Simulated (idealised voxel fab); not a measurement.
A process module follows: voxel wiring stack.
Shown is cross-section cut, with a width of 155 nm and square cells of size 5 nm.
Throughout this document, each cross-section is represented as a grid of square cells and is presented as a sequence of bands enumerated from the top downward, where a band comprises one or more rows of cells. Heights first: top, then bottom, in nm. Then materials, left to right, each with a width in nm. "edge to edge" on a single material: fills the band edge to edge. "air": empty space. Height datum 0, below which the as-received substrate wafer is one material. Lowest band open at the bottom, running downward: "from 0 down". Note: "30->40" means the width goes from the first number (top row of the band) to the second number (bottom row) in equal steps per row of cells. Given "no modification" for a step, no cell of the cross-section differs between before and after that step. The list in "Closed void inventory" covers empty spaces of 8 cells or more that cannot reach the top through any open way, and it gives each as width x height at distance; the distance is from the left edge, and width, height and distance are in nm. Whatever follows a step's settings on its line is a remark the simulator itself makes about that step. The line of a step may include "overlay nm". On a step with a mask, this value is how far to the right of its planned place the mask lay. A negative value means the mask lay to the left.

-- Here's what the planned process steps look like
step 1: RECEIVE [material Si]
step 2: CONFORMAL_DEP [material SiO2] [thk nm 15]
step 3: DIRECTIONAL_DEP [material TiN] [thk nm 5]
step 4: DIRECTIONAL_DEP [material W] [thk nm 15]
step 5: MASKED_ETCH [tone cover] [mask id METAL_1] [width nm 20] [pitch nm 45] [etch materials W] [depth nm 15] [overlay nm 0]
step 6: MASKED_ETCH [tone cover] [mask id METAL_1] [width nm 20] [pitch nm 45] [etch materials TiN] [depth nm 5] [overlay nm 0]
step 7: CONFORMAL_DEP [material SiN] [thk nm 5]
step 8: FILL_DEP [material lowk] [thk nm 5]
step 9: CMP [height nm 35]
step 10: CONFORMAL_DEP [material SiCN] [thk nm 5]
step 11: DIRECTIONAL_DEP [material lowk] [thk nm 15]
step 12: PATTERN [tone open] [mask id PLUG_1] [material resist] [width nm 15] [pitch nm 90] [thk nm 15] [overlay nm 0]
step 13: DIRECTIONAL_ETCH [etch materials lowk] [depth nm 15]
step 14: DIRECTIONAL_ETCH [etch materials SiCN] [depth nm 5]
step 15: STRIP [etch materials resist]
step 16: CONFORMAL_DEP [material TiN] [thk nm 5]
step 17: FILL_DEP [material W] [thk nm 10]
step 18: CMP [height nm 55]
step 19: CONFORMAL_DEP [material SiN] [thk nm 5]
step 20: DIRECTIONAL_DEP [material SiO2] [thk nm 25]
step 21: DIRECTIONAL_DEP [material aC] [thk nm 15]
step 22: PATTERN [tone open] [mask id METAL_2] [material resist] [width nm 20] [pitch nm 45] [thk nm 30] [overlay nm 0]
step 23: DIRECTIONAL_ETCH [etch materials aC] [depth nm 15]
step 24: STRIP [etch materials resist]
step 25: DIRECTIONAL_ETCH [etch materials SiO2] [depth nm 25]
step 26: DIRECTIONAL_ETCH [etch materials SiN] [depth nm 5]
step 27: STRIP [etch materials aC]
step 28: CONFORMAL_DEP [material TiN] [thk nm 5]
step 29: FILL_DEP [material W] [thk nm 10]
step 30: CMP [height nm 85]
step 31: CONFORMAL_DEP [material SiCN] [thk nm 5]
step 32: DIRECTIONAL_DEP [material SiO2] [thk nm 20]
step 33: DIRECTIONAL_DEP [material aC] [thk nm 10]
step 34: PATTERN [tone open] [mask id PLUG_2] [material resist] [width nm 15] [pitch nm 90] [thk nm 30] [overlay nm 0]
step 35: DIRECTIONAL_ETCH [etch materials aC] [depth nm 10]
step 36: STRIP [etch materials resist]
step 37: DIRECTIONAL_ETCH [etch materials SiO2] [depth nm 20]
step 38: DIRECTIONAL_ETCH [etch materials SiCN] [depth nm 5]
step 39: STRIP [etch materials aC]
step 40: EPI [material Ru] [thk nm 10]
step 41: EPI [material Ru] [thk nm 10]
step 42: EPI [material Ru] [thk nm 5]
step 43: CONFORMAL_DEP [material SiN] [thk nm 5]
step 44: DIRECTIONAL_DEP [material lowk] [thk nm 25]
step 45: MASKED_ETCH [tone open] [mask id METAL_3] [width nm 20] [pitch nm 45] [etch materials lowk] [depth nm 25] [overlay nm 0]
step 46: MASKED_ETCH [tone open] [mask id METAL_3] [width nm 20] [pitch nm 45] [etch materials SiN] [depth nm 5] [overlay nm 0]
step 47: CONFORMAL_DEP [material TiN] [thk nm 5]
step 48: FILL_DEP [material Cu] [thk nm 10]
step 49: CMP [height nm 140]
step 50: CONFORMAL_DEP [material SiCN] [thk nm 5]
step 51: DIRECTIONAL_DEP [material lowk] [thk nm 10]
step 52: DIRECTIONAL_DEP [material aC] [thk nm 10]
step 53: PATTERN [tone open] [mask id PLUG_3] [material resist] [width nm 15] [pitch nm 45] [thk nm 25] [overlay nm 0]
step 54: DIRECTIONAL_ETCH [etch materials aC] [depth nm 10]
step 55: STRIP [etch materials resist]
step 56: DIRECTIONAL_ETCH [etch materials lowk] [depth nm 10]
step 57: DIRECTIONAL_ETCH [etch materials SiCN] [depth nm 5]
step 58: STRIP [etch materials aC]
step 59: CONFORMAL_DEP [material TiN] [thk nm 5]
step 60: FILL_DEP [material W] [thk nm 5]
step 61: CMP [height nm 155]
step 62: DIRECTIONAL_DEP [material TiN] [thk nm 5]
step 63: DIRECTIONAL_DEP [material W] [thk nm 15]
step 64: PATTERN [tone cover] [mask id METAL_4] [material resist] [width nm 20] [pitch nm 45] [thk nm 20] [overlay nm 0]
step 65: DIRECTIONAL_ETCH [etch materials W] [depth nm 15]
step 66: DIRECTIONAL_ETCH [etch materials TiN] [depth nm 5]
step 67: STRIP [etch materials resist]
step 68: CONFORMAL_DEP [material SiCN] [thk nm 5]
step 69: FILL_DEP [material lowk] [thk nm 5]
step 70: CMP [height nm 175]
step 71: CONFORMAL_DEP [material SiCN] [thk nm 5]

-- Step 1 complete: cross-section of the wafer as received
	from 0 down | Si edge to edge
	Closed void inventory: none

-- First of two wafers: cross-section at end of module, run per plan
	from 180 to 175 | SiCN edge to edge
	from 175 to 160 | 15 lowk / 5 SiCN / 20 W / 5 SiCN / 15 lowk / 5 SiCN / 20 W / 5 SiCN / 15 lowk / 5 SiCN / 20 W / 5 SiCN / 20 lowk
	from 160 to 155 | 20 SiCN / 20 TiN / 25 SiCN / 20 TiN / 25 SiCN / 20 TiN / 25 SiCN
	from 155 to 145 | 20 lowk / 5 TiN / 5 W / 5 TiN / 30 lowk / 5 TiN / 5 W / 5 TiN / 30 lowk / 5 TiN / 5 W / 5 TiN / 30 lowk
	from 145 to 140 | 20 SiCN / 15 TiN / 30 SiCN / 15 TiN / 30 SiCN / 15 TiN / 30 SiCN
	from 140 to 115 | 20 lowk / 5 TiN / 10 Cu / 5 TiN / 25 lowk / 5 TiN / 10 Cu / 5 TiN / 25 lowk / 5 TiN / 10 Cu / 5 TiN / 25 lowk
	from 115 to 110 | 20 SiN / 20 TiN / 25 SiN / 20 TiN / 25 SiN / 20 TiN / 25 SiN
	from 110 to 90 | 20 SiO2 / 15 Ru / 75 SiO2 / 15 Ru / 30 SiO2
	from 90 to 85 | 20 SiCN / 15 Ru / 75 SiCN / 15 Ru / 30 SiCN
	from 85 to 60 | 20 SiO2 / 5 TiN / 10 W / 5 TiN / 25 SiO2 / 5 TiN / 10 W / 5 TiN / 25 SiO2 / 5 TiN / 10 W / 5 TiN / 25 SiO2
	from 60 to 55 | 20 SiN / 20 TiN / 25 SiN / 20 TiN / 25 SiN / 20 TiN / 25 SiN
	from 55 to 40 | 20 lowk / 5 TiN / 5 W / 5 TiN / 75 lowk / 5 TiN / 5 W / 5 TiN / 30 lowk
	from 40 to 35 | 20 SiCN / 15 TiN / 75 SiCN / 15 TiN / 30 SiCN
	from 35 to 20 | 15 lowk / 5 SiN / 20 W / 5 SiN / 15 lowk / 5 SiN / 20 W / 5 SiN / 15 lowk / 5 SiN / 20 W / 5 SiN / 20 lowk
	from 20 to 15 | 20 SiN / 20 TiN / 25 SiN / 20 TiN / 25 SiN / 20 TiN / 25 SiN
	from 15 to 0 | SiO2 edge to edge
	from 0 down | Si edge to edge
	Closed void inventory: none

-- Second wafer through the module, sectioned at the end: same beginning and same plan as the first wafer, with one mistake in carrying it out
	from 180 to 175 | SiCN edge to edge
	from 175 to 160 | 15 lowk / 5 SiCN / 20 W / 5 SiCN / 15 lowk / 5 SiCN / 20 W / 5 SiCN / 15 lowk / 5 SiCN / 20 W / 5 SiCN / 20 lowk
	from 160 to 155 | 20 SiCN / 20 TiN / 25 SiCN / 20 TiN / 25 SiCN / 20 TiN / 25 SiCN
	from 155 to 145 | 20 lowk / 5 TiN / 5 W / 5 TiN / 30 lowk / 5 TiN / 5 W / 5 TiN / 30 lowk / 5 TiN / 5 W / 5 TiN / 30 lowk
	from 145 to 140 | 20 SiCN / 15 TiN / 30 SiCN / 15 TiN / 30 SiCN / 15 TiN / 30 SiCN
	from 140 to 120 | 20 lowk / 5 TiN / 10 Cu / 5 TiN / 25 lowk / 5 TiN / 10 Cu / 5 TiN / 25 lowk / 5 TiN / 10 Cu / 5 TiN / 25 lowk
	from 120 to 115 | 20 lowk / 5 TiN / 5 Cu / 10 TiN / 25 lowk / 5 TiN / 5 Cu / 10 TiN / 25 lowk / 5 TiN / 5 Cu / 10 TiN / 25 lowk
	from 115 to 110 | 20 SiN / 15 TiN / 30 SiN / 15 TiN / 30 SiN / 15 TiN / 30 SiN
	from 110 to 90 | 20 SiO2 / 15 Ru / 75 SiO2 / 15 Ru / 30 SiO2
	from 90 to 85 | 20 SiCN / 15 Ru / 75 SiCN / 15 Ru / 30 SiCN
	from 85 to 60 | 20 SiO2 / 5 TiN / 10 W / 5 TiN / 25 SiO2 / 5 TiN / 10 W / 5 TiN / 25 SiO2 / 5 TiN / 10 W / 5 TiN / 25 SiO2
	from 60 to 55 | 20 SiN / 20 TiN / 25 SiN / 20 TiN / 25 SiN / 20 TiN / 25 SiN
	from 55 to 40 | 20 lowk / 5 TiN / 5 W / 5 TiN / 75 lowk / 5 TiN / 5 W / 5 TiN / 30 lowk
	from 40 to 35 | 20 SiCN / 15 TiN / 75 SiCN / 15 TiN / 30 SiCN
	from 35 to 20 | 15 lowk / 5 SiN / 20 W / 5 SiN / 15 lowk / 5 SiN / 20 W / 5 SiN / 15 lowk / 5 SiN / 20 W / 5 SiN / 20 lowk
	from 20 to 15 | 20 SiN / 20 TiN / 25 SiN / 20 TiN / 25 SiN / 20 TiN / 25 SiN
	from 15 to 0 | SiO2 edge to edge
	from 0 down | Si edge to edge
	Closed void inventory: none
Finding, execution versus plan: step 46 went in with a setting other than planned; the actual run was MASKED_ETCH [tone open] [mask id METAL_3] [width nm 20] [pitch nm 45] [etch materials SiN] [depth nm 5] [overlay nm -5]
Count the cells at the end and the second wafer has more or fewer of some materials than the first: Cu: 3 fewer | SiN: 3 more
